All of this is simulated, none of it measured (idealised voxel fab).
process module | voxel fin reveal
cross-section cut | 285 nm wide | cells 5 nm
A cross-section is a grid of square cells, given in bands from the top down. A band is one or more rows of cells.
Each band's line starts with the height of the band's top and of its bottom, in nm. Then come its materials from left to right, each with its width in nm. One material with "throughout" fills the band from edge to edge. "air" is empty space.
Height 0 is the level under which the wafer as received is all one material. The lowest band goes on downwards, as in "0 down".
A width such as "30 to 40" changes by the same amount from each row of cells to the next, from the band's top row to its bottom row.
"no change" after a step means that no cell of the cross-section changed.
closed voids: empty space of 8 cells or more with no open way to the top, each as width x height at its distance from the left edge, in nm
after a step's settings: what the simulator itself notes on the step
overlay nm, on a step with a mask: how far to the right of its planned place the mask lay; to the left if negative
plan
1 op RECEIVE | material Si
2 op CONFORMAL_DEP | material SiN | thk nm 10
3 op MASKED_ETCH | tone cover | mask id FINS | width nm 15 | pitch nm 35 | etch materials SiN | depth nm 10 | overlay nm 0
4 op MASKED_ETCH | tone cover | mask id FINS | width nm 15 | pitch nm 35 | etch materials Si | depth nm 30 | overlay nm 0
5 op OXIDIZE | depth nm 5
6 op FILL_DEP | material SiO2 | thk nm 15
7 op CMP | height nm 10
8 op SELECTIVE_ETCH | etch materials SiO2 | depth nm 20
9 op STRIP | etch materials SiN
10 op CONFORMAL_DEP | material SiO2 | thk nm 5
as received, after step 1
  0 down: Si throughout
  closed voids: none
a wafer at the end: this start, this plan, one mistake
  5 to 0: air 80 | SiO2 15 | air 20 | SiO2 15 | air 20 | SiO2 15 | air 20 | SiO2 15 | air 85
  0 to -5: air 80 | SiO2 5 | Si 5 | SiO2 5 | air 20 | SiO2 5 | Si 5 | SiO2 5 | air 20 | SiO2 5 | Si 5 | SiO2 5 | air 20 | SiO2 5 | Si 5 | SiO2 5 | air 85
  -5 to -15: SiO2 65 | air 15 | SiO2 5 | Si 5 | SiO2 5 | air 20 | SiO2 5 | Si 5 | SiO2 5 | air 20 | SiO2 5 | Si 5 | SiO2 5 | air 20 | SiO2 5 | Si 5 | SiO2 5 | air 15 | SiO2 70
  -15 to -35: SiO2 85 | Si 5 | SiO2 30 | Si 5 | SiO2 30 | Si 5 | SiO2 30 | Si 5 | SiO2 90
  -35 down: Si throughout
  closed voids: none
what went wrong: steps 8 and 9 were swapped
